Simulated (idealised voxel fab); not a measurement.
Proc. module: voxel quadruple lines
260 nm wide, 5 nm square cells: that's cross-section cut.
Format of a cross-section: grid, square cells. Given as bands. Order: top down. Band: one or more rows of cells.
Read a band's entry like this: the first values are the height of its top and the height of its bottom in nm, and what follows is the sequence of materials from left to right, each with its width in nm. Note that "air" is empty space, and that a single material marked "full width" reaches across the band from edge to edge.
Height 0 is the level under which the wafer as received is all one material. The lowest band goes on downwards, as in "z 0 and below".
Note: "30 to 40" means the width goes from the first number (top row of the band) to the second number (bottom row) in equal steps per row of cells.
For the purposes of this document, the phrase "no modifications" attached to a step denotes that no cell within the cross-section was modified by that step.
Entry "Fully enclosed voids" = empty spaces >= 8 cells with no open way to the top; each as width x height at distance, distance from left edge, all nm.
What comes after the settings on a step's line is commentary from the simulator itself on that step.
overlay nm: where the mask lay relative to plan, measured to the right, on steps with a mask; negatives go left.
Heads up before you read on: it's before/after pairs around one process step each, after side only down to the lowest band that changed, step plus settings under the pair. Pairs can be from different runs of this module, same starting wafer, so only chain a pair onto the one above if its "Ahead of processing" entry says so.
Ahead of processing:
  z 60 to 40 = air: 55 | aC: 35 | air: 65 | aC: 35 | air: 70
  z 40 to 20 = polySi full width
  z 20 to 10 = Ru full width
  z 10 to 0 = SiO2 full width
  z 0 and below = Si full width
  Fully enclosed voids: none
after:
  z 75 to 60 = air: 40 | SiO2: 65 | air: 35 | SiO2: 65 | air: 55
  z 60 to 55 = air: 40 | SiO2: 15 | aC: 35 | SiO2: 15 | air: 35 | SiO2: 15 | aC: 35 | SiO2: 15 | air: 55
  z 55 to 40 = SiO2: 55 | aC: 35 | SiO2: 65 | aC: 35 | SiO2: 70
  Below 40, the layers are the same as they were.
  Fully enclosed voids: none
So what happens between those two cross-sections up there? CONFORMAL_DEP (material SiO2; thk nm 15)
Ahead of processing: the pre-step structure is the one depicted after the step in the pair just above.
after:
  z 60 to 40 = air: 40 | SiO2: 15 | aC: 35 | SiO2: 15 | air: 35 | SiO2: 15 | aC: 35 | SiO2: 15 | air: 55
  Below 40, the layers are the same as they were.
  Fully enclosed voids: none
So what happens between those two cross-sections up there? DIRECTIONAL_ETCH (etch materials SiO2; depth nm 15)
Ahead of processing: the pre-step structure is the one depicted after the step in the pair just above.
after:
  z 60 to 40 = air: 40 | SiO2: 15 | air: 35 | SiO2: 15 | air: 35 | SiO2: 15 | air: 35 | SiO2: 15 | air: 55
  Below 40, the layers are the same as they were.
  Fully enclosed voids: none
So what happens between those two cross-sections up there? STRIP (etch materials aC)
Ahead of processing: the pre-step structure is the one depicted after the step in the pair just above.
after:
  z 60 to 40 = air: 40 | SiO2: 15 | air: 35 | SiO2: 15 | air: 35 | SiO2: 15 | air: 35 | SiO2: 15 | air: 55
  z 40 to 20 = air: 40 | polySi: 15 | air: 35 | polySi: 15 | air: 35 | polySi: 15 | air: 35 | polySi: 15 | air: 55
  Below 20, the layers are the same as they were.
  Fully enclosed voids: none
So what happens between those two cross-sections up there? DIRECTIONAL_ETCH (etch materials polySi; depth nm 20)
Ahead of processing: the pre-step structure is the one depicted after the step in the pair just above.
after:
  z 40 to 20 = air: 40 | polySi: 15 | air: 35 | polySi: 15 | air: 35 | polySi: 15 | air: 35 | polySi: 15 | air: 55
  Below 20, the layers are the same as they were.
  Fully enclosed voids: none
So what happens between those two cross-sections up there? STRIP (etch materials SiO2)
Ahead of processing: the pre-step structure is the one depicted after the step in the pair just above.
after:
  z 50 to 40 = air: 30 | SiCN: 35 | air: 15 | SiCN: 35 | air: 15 | SiCN: 35 | air: 15 | SiCN: 35 | air: 45
  z 40 to 30 = air: 30 | SiCN: 10 | polySi: 15 | SiCN: 10 | air: 15 | SiCN: 10 | polySi: 15 | SiCN: 10 | air: 15 | SiCN: 10 | polySi: 15 | SiCN: 10 | air: 15 | SiCN: 10 | polySi: 15 | SiCN: 10 | air: 45
  z 30 to 20 = SiCN: 40 | polySi: 15 | SiCN: 35 | polySi: 15 | SiCN: 35 | polySi: 15 | SiCN: 35 | polySi: 15 | SiCN: 55
  Below 20, the layers are the same as they were.
  Fully enclosed voids: none
So what happens between those two cross-sections up there? CONFORMAL_DEP (material SiCN; thk nm 10)
Ahead of processing: the pre-step structure is the one depicted after the step in the pair just above.
after:
  z 40 to 20 = air: 30 | SiCN: 10 | polySi: 15 | SiCN: 10 | air: 15 | SiCN: 10 | polySi: 15 | SiCN: 10 | air: 15 | SiCN: 10 | polySi: 15 | SiCN: 10 | air: 15 | SiCN: 10 | polySi: 15 | SiCN: 10 | air: 45
  Below 20, the layers are the same as they were.
  Fully enclosed voids: none
So what happens between those two cross-sections up there? DIRECTIONAL_ETCH (etch materials SiCN; depth nm 10)
Ahead of processing: the pre-step structure is the one depicted after the step in the pair just above.
after:
  z 40 to 20 = air: 30 | SiCN: 10 | air: 15 | SiCN: 10 | air: 15 | SiCN: 10 | air: 15 | SiCN: 10 | air: 15 | SiCN: 10 | air: 15 | SiCN: 10 | air: 15 | SiCN: 10 | air: 15 | SiCN: 10 | air: 45
  Below 20, the layers are the same as they were.
  Fully enclosed voids: none
So what happens between those two cross-sections up there? STRIP (etch materials polySi)
Ahead of processing: the pre-step structure is the one depicted after the step in the pair just above.
after:
  z 40 to 20 = air: 30 | SiCN: 10 | air: 15 | SiCN: 10 | air: 15 | SiCN: 10 | air: 15 | SiCN: 10 | air: 15 | SiCN: 10 | air: 15 | SiCN: 10 | air: 15 | SiCN: 10 | air: 15 | SiCN: 10 | air: 45
  z 20 to 10 = air: 30 | Ru: 10 | air: 15 | Ru: 10 | air: 15 | Ru: 10 | air: 15 | Ru: 10 | air: 15 | Ru: 10 | air: 15 | Ru: 10 | air: 15 | Ru: 10 | air: 15 | Ru: 10 | air: 45
  Below 10, the layers are the same as they were.
  Fully enclosed voids: none
So what happens between those two cross-sections up there? DIRECTIONAL_ETCH (etch materials Ru; depth nm 10)
Ahead of processing: the pre-step structure is the one depicted after the step in the pair just above.
after:
  z 20 to 10 = air: 30 | Ru: 10 | air: 15 | Ru: 10 | air: 15 | Ru: 10 | air: 15 | Ru: 10 | air: 15 | Ru: 10 | air: 15 | Ru: 10 | air: 15 | Ru: 10 | air: 15 | Ru: 10 | air: 45
  Below 10, the layers are the same as they were.
  Fully enclosed voids: none
So what happens between those two cross-sections up there? STRIP (etch materials SiCN)
Ahead of processing: the pre-step structure is the one depicted after the step in the pair just above.
after:
  z 25 to 20 = lowk full width
  z 20 to 10 = lowk: 30 | Ru: 10 | lowk: 15 | Ru: 10 | lowk: 15 | Ru: 10 | lowk: 15 | Ru: 10 | lowk: 15 | Ru: 10 | lowk: 15 | Ru: 10 | lowk: 15 | Ru: 10 | lowk: 15 | Ru: 10 | lowk: 45
  Below 10, the layers are the same as they were.
  Fully enclosed voids: none
So what happens between those two cross-sections up there? FILL_DEP (material lowk; thk nm 5)
Ahead of processing: the pre-step structure is the one depicted after the step in the pair just above.
after:
  z 20 to 10 = lowk: 30 | Ru: 10 | lowk: 15 | Ru: 10 | lowk: 15 | Ru: 10 | lowk: 15 | Ru: 10 | lowk: 15 | Ru: 10 | lowk: 15 | Ru: 10 | lowk: 15 | Ru: 10 | lowk: 15 | Ru: 10 | lowk: 45
  Below 10, the layers are the same as they were.
  Fully enclosed voids: none
So what happens between those two cross-sections up there? CMP (height nm 20)
Ahead of processing:
  z 20 to 10 = air: 35 | Ru: 10 | air: 15 | Ru: 10 | air: 15 | Ru: 10 | air: 15 | Ru: 10 | air: 15 | Ru: 10 | air: 15 | Ru: 10 | air: 15 | Ru: 10 | air: 15 | Ru: 10 | air: 40
  z 10 to 0 = SiO2 full width
  z 0 and below = Si full width
  Fully enclosed voids: none
after:
  z 25 to 20 = polySi full width
  z 20 to 10 = polySi: 35 | Ru: 10 | polySi: 15 | Ru: 10 | polySi: 15 | Ru: 10 | polySi: 15 | Ru: 10 | polySi: 15 | Ru: 10 | polySi: 15 | Ru: 10 | polySi: 15 | Ru: 10 | polySi: 15 | Ru: 10 | polySi: 40
  Below 10, the layers are the same as they were.
  Fully enclosed voids: none
So what happens between those two cross-sections up there? FILL_DEP (material polySi; thk nm 5)
Ahead of processing: the pre-step structure is the one depicted after the step in the pair just above.
after:
  z 20 to 10 = polySi: 35 | Ru: 10 | polySi: 15 | Ru: 10 | polySi: 15 | Ru: 10 | polySi: 15 | Ru: 10 | polySi: 15 | Ru: 10 | polySi: 15 | Ru: 10 | polySi: 15 | Ru: 10 | polySi: 15 | Ru: 10 | polySi: 40
  Below 10, the layers are the same as they were.
  Fully enclosed voids: none
So what happens between those two cross-sections up there? CMP (height nm 20)
Ahead of processing:
  z 60 to 40 = aC full width
  z 40 to 20 = polySi full width
  z 20 to 10 = Ru full width
  z 10 to 0 = SiO2 full width
  z 0 and below = Si full width
  Fully enclosed voids: none
after:
  z 90 to 60 = resist: 60 | air: 35 | resist: 65 | air: 35 | resist: 65
  Below 60, the layers are the same as they were.
  Fully enclosed voids: none
So what happens between those two cross-sections up there? PATTERN (tone open; mask id MANDREL; material resist; width nm 35; pitch nm 100; thk nm 30; overlay nm 0)
Ahead of processing: the pre-step structure is the one depicted after the step in the pair just above.
after:
  z 70 to 60 = resist: 60 | air: 35 | resist: 65 | air: 35 | resist: 65
  z 60 to 40 = aC: 60 | air: 35 | aC: 65 | air: 35 | aC: 65
  Below 40, the layers are the same as they were.
  Fully enclosed voids: none
So what happens between those two cross-sections up there? DIRECTIONAL_ETCH (etch materials aC; depth nm 20)
Ahead of processing: the pre-step structure is the one depicted after the step in the pair just above.
after:
  z 60 to 40 = aC: 60 | air: 35 | aC: 65 | air: 35 | aC: 65
  Below 40, the layers are the same as they were.
  Fully enclosed voids: none
So what happens between those two cross-sections up there? STRIP (etch materials resist)
Ahead of processing: the pre-step structure is the one depicted after the step in the pair just above.
after:
  z 75 to 60 = SiO2: 75 | air: 5 | SiO2: 95 | air: 5 | SiO2: 80
  z 60 to 55 = aC: 60 | SiO2: 15 | air: 5 | SiO2: 15 | aC: 65 | SiO2: 15 | air: 5 | SiO2: 15 | aC: 65
  z 55 to 40 = aC: 60 | SiO2: 35 | aC: 65 | SiO2: 35 | aC: 65
  Below 40, the layers are the same as they were.
  Fully enclosed voids: none
So what happens between those two cross-sections up there? CONFORMAL_DEP (material SiO2; thk nm 15)
Ahead of processing: the pre-step structure is the one depicted after the step in the pair just above.
after:
  z 60 to 40 = aC: 60 | SiO2: 15 | air: 5 | SiO2: 15 | aC: 65 | SiO2: 15 | air: 5 | SiO2: 15 | aC: 65
  Below 40, the layers are the same as they were.
  Fully enclosed voids: none
So what happens between those two cross-sections up there? DIRECTIONAL_ETCH (etch materials SiO2; depth nm 15)
Ahead of processing: the pre-step structure is the one depicted after the step in the pair just above.
after:
  z 60 to 40 = air: 60 | SiO2: 15 | air: 5 | SiO2: 15 | air: 65 | SiO2: 15 | air: 5 | SiO2: 15 | air: 65
  Below 40, the layers are the same as they were.
  Fully enclosed voids: none
So what happens between those two cross-sections up there? STRIP (etch materials aC)
Ahead of processing: the pre-step structure is the one depicted after the step in the pair just above.
after:
  z 60 to 40 = air: 60 | SiO2: 15 | air: 5 | SiO2: 15 | air: 65 | SiO2: 15 | air: 5 | SiO2: 15 | air: 65
  z 40 to 20 = air: 60 | polySi: 15 | air: 5 | polySi: 15 | air: 65 | polySi: 15 | air: 5 | polySi: 15 | air: 65
  Below 20, the layers are the same as they were.
  Fully enclosed voids: none
So what happens between those two cross-sections up there? DIRECTIONAL_ETCH (etch materials polySi; depth nm 20)
Ahead of processing: the pre-step structure is the one depicted after the step in the pair just above.
after:
  z 40 to 20 = air: 60 | polySi: 15 | air: 5 | polySi: 15 | air: 65 | polySi: 15 | air: 5 | polySi: 15 | air: 65
  Below 20, the layers are the same as they were.
  Fully enclosed voids: none
So what happens between those two cross-sections up there? STRIP (etch materials SiO2)
Ahead of processing: the pre-step structure is the one depicted after the step in the pair just above.
after:
  z 50 to 40 = air: 50 | SiCN: 55 | air: 45 | SiCN: 55 | air: 55
  z 40 to 30 = air: 50 | SiCN: 10 | polySi: 15 | SiCN: 5 | polySi: 15 | SiCN: 10 | air: 45 | SiCN: 10 | polySi: 15 | SiCN: 5 | polySi: 15 | SiCN: 10 | air: 55
  z 30 to 20 = SiCN: 60 | polySi: 15 | SiCN: 5 | polySi: 15 | SiCN: 65 | polySi: 15 | SiCN: 5 | polySi: 15 | SiCN: 65
  Below 20, the layers are the same as they were.
  Fully enclosed voids: none
So what happens between those two cross-sections up there? CONFORMAL_DEP (material SiCN; thk nm 10)
Ahead of processing: the pre-step structure is the one depicted after the step in the pair just above.
after:
  z 40 to 20 = air: 50 | SiCN: 10 | polySi: 15 | SiCN: 5 | polySi: 15 | SiCN: 10 | air: 45 | SiCN: 10 | polySi: 15 | SiCN: 5 | polySi: 15 | SiCN: 10 | air: 55
  Below 20, the layers are the same as they were.
  Fully enclosed voids: none
So what happens between those two cross-sections up there? DIRECTIONAL_ETCH (etch materials SiCN; depth nm 10)
Ahead of processing: the pre-step structure is the one depicted after the step in the pair just above.
after:
  z 40 to 20 = air: 50 | SiCN: 10 | air: 15 | SiCN: 5 | air: 15 | SiCN: 10 | air: 45 | SiCN: 10 | air: 15 | SiCN: 5 | air: 15 | SiCN: 10 | air: 55
  Below 20, the layers are the same as they were.
  Fully enclosed voids: none
So what happens between those two cross-sections up there? STRIP (etch materials polySi)
Ahead of processing: the pre-step structure is the one depicted after the step in the pair just above.
after:
  z 40 to 20 = air: 50 | SiCN: 10 | air: 15 | SiCN: 5 | air: 15 | SiCN: 10 | air: 45 | SiCN: 10 | air: 15 | SiCN: 5 | air: 15 | SiCN: 10 | air: 55
  z 20 to 10 = air: 50 | Ru: 10 | air: 15 | Ru: 5 | air: 15 | Ru: 10 | air: 45 | Ru: 10 | air: 15 | Ru: 5 | air: 15 | Ru: 10 | air: 55
  Below 10, the layers are the same as they were.
  Fully enclosed voids: none
So what happens between those two cross-sections up there? DIRECTIONAL_ETCH (etch materials Ru; depth nm 10)
Ahead of processing: the pre-step structure is the one depicted after the step in the pair just above.
after:
  z 20 to 10 = air: 50 | Ru: 10 | air: 15 | Ru: 5 | air: 15 | Ru: 10 | air: 45 | Ru: 10 | air: 15 | Ru: 5 | air: 15 | Ru: 10 | air: 55
  Below 10, the layers are the same as they were.
  Fully enclosed voids: none
So what happens between those two cross-sections up there? STRIP (etch materials SiCN)
Ahead of processing: the pre-step structure is the one depicted after the step in the pair just above.
after:
  z 25 to 20 = lowk full width
  z 20 to 10 = lowk: 50 | Ru: 10 | lowk: 15 | Ru: 5 | lowk: 15 | Ru: 10 | lowk: 45 | Ru: 10 | lowk: 15 | Ru: 5 | lowk: 15 | Ru: 10 | lowk: 55
  Below 10, the layers are the same as they were.
  Fully enclosed voids: none
So what happens between those two cross-sections up there? FILL_DEP (material lowk; thk nm 5)
Ahead of processing: the pre-step structure is the one depicted after the step in the pair just above.
after:
  z 20 to 10 = lowk: 50 | Ru: 10 | lowk: 15 | Ru: 5 | lowk: 15 | Ru: 10 | lowk: 45 | Ru: 10 | lowk: 15 | Ru: 5 | lowk: 15 | Ru: 10 | lowk: 55
  Below 10, the layers are the same as they were.
  Fully enclosed voids: none
So what happens between those two cross-sections up there? CMP (height nm 20)
